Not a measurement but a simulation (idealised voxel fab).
process module | voxel self aligned contacts
cross-section cut | 210 nm wide | cells 5 nm
A cross-section is a grid of square cells, given in bands from the top down. A band is one or more rows of cells.
Each band's line starts with the height of the band's top and of its bottom, in nm. Then come its materials from left to right, each with its width in nm. One material with "throughout" fills the band from edge to edge. "air" is empty space.
Height 0 is the level under which the wafer as received is all one material. The lowest band goes on downwards, as in "0 down".
A width such as "30 to 40" changes by the same amount from each row of cells to the next, from the band's top row to its bottom row.
"no change" after a step means that no cell of the cross-section changed.
closed voids: empty space of 8 cells or more with no open way to the top, each as width x height at its distance from the left edge, in nm
after a step's settings: what the simulator itself notes on the step
overlay nm, on a step with a mask: how far to the right of its planned place the mask lay; to the left if negative
plan
1 op RECEIVE | material Si
2 op CONFORMAL_DEP | material SiO2 | thk nm 5
3 op DIRECTIONAL_DEP | material polySi | thk nm 20
4 op DIRECTIONAL_DEP | material SiN | thk nm 15
5 op DIRECTIONAL_DEP | material aC | thk nm 15
6 op PATTERN | tone cover | mask id GATE | material resist | width nm 30 | pitch nm 55 | thk nm 30 | overlay nm 0
7 op DIRECTIONAL_ETCH | etch materials aC | depth nm 15
8 op STRIP | etch materials resist
9 op DIRECTIONAL_ETCH | etch materials SiN | depth nm 15
10 op DIRECTIONAL_ETCH | etch materials polySi | depth nm 20
11 op STRIP | etch materials aC
12 op CONFORMAL_DEP | material SiN | thk nm 5
13 op DIRECTIONAL_ETCH | etch materials SiN | depth nm 5
14 op FILL_DEP | material SiO2 | thk nm 20
15 op CMP | height nm 50
16 op DIRECTIONAL_DEP | material aC | thk nm 10
17 op PATTERN | tone open | mask id CONTACT | material resist | width nm 35 | thk nm 30 | overlay nm 0
18 op DIRECTIONAL_ETCH | etch materials aC | depth nm 10
19 op STRIP | etch materials resist
20 op DIRECTIONAL_ETCH | etch materials SiO2 | depth nm 50
21 op STRIP | etch materials aC
22 op CONFORMAL_DEP | material TiN | thk nm 5
23 op FILL_DEP | material W | thk nm 10
24 op CMP | height nm 50
25 op CONFORMAL_DEP | material SiN | thk nm 5
first wafer, as planned
as received, after step 1
  0 down: Si throughout
  closed voids: none
after step 2
  5 to 0: SiO2 throughout
  below 0: unchanged
after step 3
  25 to 5: polySi throughout
  below 5: unchanged
after step 4
  40 to 25: SiN throughout
  below 25: unchanged
after step 5
  55 to 40: aC throughout
  below 40: unchanged
after step 6
  85 to 55: air 60 | resist 30 | air 25 | resist 30 | air 65
  below 55: unchanged
after step 7
  70 to 55: air 60 | resist 30 | air 25 | resist 30 | air 65
  55 to 40: air 60 | aC 30 | air 25 | aC 30 | air 65
  below 40: unchanged
after step 8
  55 to 40: air 60 | aC 30 | air 25 | aC 30 | air 65
  below 40: unchanged
after step 9
  55 to 40: air 60 | aC 30 | air 25 | aC 30 | air 65
  40 to 25: air 60 | SiN 30 | air 25 | SiN 30 | air 65
  below 25: unchanged
after step 10
  55 to 40: air 60 | aC 30 | air 25 | aC 30 | air 65
  40 to 25: air 60 | SiN 30 | air 25 | SiN 30 | air 65
  25 to 5: air 60 | polySi 30 | air 25 | polySi 30 | air 65
  below 5: unchanged
after step 11
  40 to 25: air 60 | SiN 30 | air 25 | SiN 30 | air 65
  below 25: unchanged
after step 12
  45 to 25: air 55 | SiN 40 | air 15 | SiN 40 | air 60
  25 to 10: air 55 | SiN 5 | polySi 30 | SiN 5 | air 15 | SiN 5 | polySi 30 | SiN 5 | air 60
  10 to 5: SiN 60 | polySi 30 | SiN 25 | polySi 30 | SiN 65
  below 5: unchanged
after step 13
  40 to 25: air 55 | SiN 40 | air 15 | SiN 40 | air 60
  25 to 5: air 55 | SiN 5 | polySi 30 | SiN 5 | air 15 | SiN 5 | polySi 30 | SiN 5 | air 60
  below 5: unchanged
after step 14
  60 to 40: SiO2 throughout
  40 to 25: SiO2 55 | SiN 40 | SiO2 15 | SiN 40 | SiO2 60
  25 to 5: SiO2 55 | SiN 5 | polySi 30 | SiN 5 | SiO2 15 | SiN 5 | polySi 30 | SiN 5 | SiO2 60
  below 5: unchanged
after step 15
  50 to 40: SiO2 throughout
  below 40: unchanged
after step 16
  60 to 50: aC throughout
  below 50: unchanged
after step 17
  90 to 60: resist 85 | air 35 | resist 90
  below 60: unchanged
after step 18
  80 to 60: resist 85 | air 35 | resist 90
  60 to 50: aC 85 | air 35 | aC 90
  below 50: unchanged
after step 19
  60 to 50: aC 85 | air 35 | aC 90
  below 50: unchanged
after step 20
  60 to 50: aC 85 | air 35 | aC 90
  50 to 40: SiO2 85 | air 35 | SiO2 90
  40 to 25: SiO2 55 | SiN 40 | air 15 | SiN 40 | SiO2 60
  25 to 5: SiO2 55 | SiN 5 | polySi 30 | SiN 5 | air 15 | SiN 5 | polySi 30 | SiN 5 | SiO2 60
  5 to 0: SiO2 95 | air 15 | SiO2 100
  below 0: unchanged
after step 21
  50 to 40: SiO2 85 | air 35 | SiO2 90
  below 40: unchanged
after step 22
  55 to 50: TiN 90 | air 25 | TiN 95
  50 to 40: SiO2 85 | TiN 5 to 15 | air 25 to 5 | TiN 5 to 15 | SiO2 90
  40 to 25: SiO2 55 | SiN 40 | TiN 5 | air 5 | TiN 5 | SiN 40 | SiO2 60
  25 to 5: SiO2 55 | SiN 5 | polySi 30 | SiN 5 | TiN 5 | air 5 | TiN 5 | SiN 5 | polySi 30 | SiN 5 | SiO2 60
  5 to 0: SiO2 95 | TiN 15 | SiO2 100
  below 0: unchanged
after step 23
  65 to 55: W throughout
  55 to 50: TiN 90 | W 25 | TiN 95
  50 to 40: SiO2 85 | TiN 5 to 15 | W 25 to 5 | TiN 5 to 15 | SiO2 90
  40 to 25: SiO2 55 | SiN 40 | TiN 5 | W 5 | TiN 5 | SiN 40 | SiO2 60
  25 to 5: SiO2 55 | SiN 5 | polySi 30 | SiN 5 | TiN 5 | W 5 | TiN 5 | SiN 5 | polySi 30 | SiN 5 | SiO2 60
  below 5: unchanged
after step 24
  50 to 40: SiO2 85 | TiN 5 to 15 | W 25 to 5 | TiN 5 to 15 | SiO2 90
  below 40: unchanged
after step 25
  55 to 50: SiN throughout
  below 50: unchanged
second wafer: like start, like plan, one mistake. Through step 22 it matches the first wafer
when step 23 should have ended
  65 to 55: polySi throughout
  55 to 50: TiN 90 | polySi 25 | TiN 95
  50 to 40: SiO2 85 | TiN 5 to 15 | polySi 25 to 5 | TiN 5 to 15 | SiO2 90
  40 to 25: SiO2 55 | SiN 40 | TiN 5 | polySi 5 | TiN 5 | SiN 40 | SiO2 60
  25 to 5: SiO2 55 | SiN 5 | polySi 30 | SiN 5 | TiN 5 | polySi 5 | TiN 5 | SiN 5 | polySi 30 | SiN 5 | SiO2 60
  below 5: unchanged
when step 24 should have ended
  50 to 40: SiO2 85 | TiN 5 to 15 | polySi 25 to 5 | TiN 5 to 15 | SiO2 90
  below 40: unchanged
when step 25 should have ended
  55 to 50: SiN throughout
  below 50: unchanged
what went wrong: step 23 ran as: op FILL_DEP | material polySi | thk nm 10
at the end the second wafer has, in cells: 13 fewer of W | 13 more of polySi
